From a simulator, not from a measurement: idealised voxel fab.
process module | voxel self aligned contacts
cross-section cut | 215 nm wide | cells 5 nm
A cross-section is a grid of square cells, given in bands from the top down. A band is one or more rows of cells.
Each band's line starts with the height of the band's top and of its bottom, in nm. Then come its materials from left to right, each with its width in nm. One material with "throughout" fills the band from edge to edge. "air" is empty space.
Height 0 is the level under which the wafer as received is all one material. The lowest band goes on downwards, as in "0 down".
A width such as "30 to 40" changes by the same amount from each row of cells to the next, from the band's top row to its bottom row.
"no change" after a step means that no cell of the cross-section changed.
closed voids: empty space of 8 cells or more with no open way to the top, each as width x height at its distance from the left edge, in nm
after a step's settings: what the simulator itself notes on the step
overlay nm, on a step with a mask: how far to the right of its planned place the mask lay; to the left if negative
plan
1 op RECEIVE | material Si
2 op OXIDIZE | depth nm 5
3 op DIRECTIONAL_DEP | material polySi | thk nm 20
4 op DIRECTIONAL_DEP | material SiN | thk nm 20
5 op MASKED_ETCH | tone cover | mask id GATE | width nm 30 | pitch nm 55 | etch materials SiN | depth nm 20 | overlay nm -15
6 op MASKED_ETCH | tone cover | mask id GATE | width nm 30 | pitch nm 55 | etch materials polySi | depth nm 20 | overlay nm 0
7 op CONFORMAL_DEP | material SiN | thk nm 5
8 op DIRECTIONAL_ETCH | etch materials SiN | depth nm 5
9 op FILL_DEP | material SiO2 | thk nm 15
10 op CMP | height nm 50
11 op MASKED_ETCH | tone open | mask id CONTACT | width nm 35 | etch materials SiO2 | depth nm 55 | overlay nm 0
12 op CONFORMAL_DEP | material TiN | thk nm 5
13 op FILL_DEP | material Ru | thk nm 10
14 op CMP | height nm 50
15 op CONFORMAL_DEP | material SiCN | thk nm 5
varied across the wafers: overlay nm of step 5. The plan shows the first wafer's value. All wafers start alike
first wafer as received, after step 1
  0 down: Si throughout
  closed voids: none
first wafer at the end, after step 15
  55 to 50: SiCN throughout
  50 to 45: SiO2 90 | TiN 5 | Ru 25 | TiN 5 | SiO2 90
  45 to 40: SiO2 90 | TiN 35 | SiO2 90
  40 to 20: SiO2 45 | SiN 40 | SiO2 5 | TiN 10 | SiN 40 | SiO2 75
  20 to 0: SiO2 45 | SiN 5 | polySi 45 | SiN 10 | polySi 45 | SiN 5 | SiO2 60
  0 to -5: SiO2 throughout
  -5 down: Si throughout
  closed voids: none
last wafer at the end
  55 to 50: SiCN throughout
  50 to 45: SiO2 90 | TiN 5 | Ru 25 | TiN 5 | SiO2 90
  45 to 40: SiO2 90 | TiN 35 | SiO2 90
  40 to 20: SiO2 75 | SiN 40 | TiN 10 | SiO2 5 | SiN 40 | SiO2 45
  20 to 0: SiO2 60 | SiN 5 | polySi 45 | SiN 10 | polySi 45 | SiN 5 | SiO2 45
  0 to -5: SiO2 throughout
  -5 down: Si throughout
  closed voids: none
each wafer at the end: cells of each material gained (+) or lost (-) since it was received, then its closed voids
overlay nm -15 | +5 Ru | -43 Si | +43 SiCN | +80 SiN | +299 SiO2 | +17 TiN | +72 polySi | closed voids: none
overlay nm -10 | +9 Ru | -43 Si | +43 SiCN | +80 SiN | +298 SiO2 | +22 TiN | +64 polySi | closed voids: none
overlay nm -5 | +9 Ru | -43 Si | +43 SiCN | +80 SiN | +301 SiO2 | +27 TiN | +56 polySi | closed voids: none
overlay nm 0 | +14 Ru | -43 Si | +43 SiCN | +80 SiN | +304 SiO2 | +27 TiN | +48 polySi | closed voids: none
overlay nm 5 | +9 Ru | -43 Si | +43 SiCN | +80 SiN | +301 SiO2 | +27 TiN | +56 polySi | closed voids: none
overlay nm 10 | +9 Ru | -43 Si | +43 SiCN | +80 SiN | +298 SiO2 | +22 TiN | +64 polySi | closed voids: none
overlay nm 15 | +5 Ru | -43 Si | +43 SiCN | +80 SiN | +299 SiO2 | +17 TiN | +72 polySi | closed voids: none
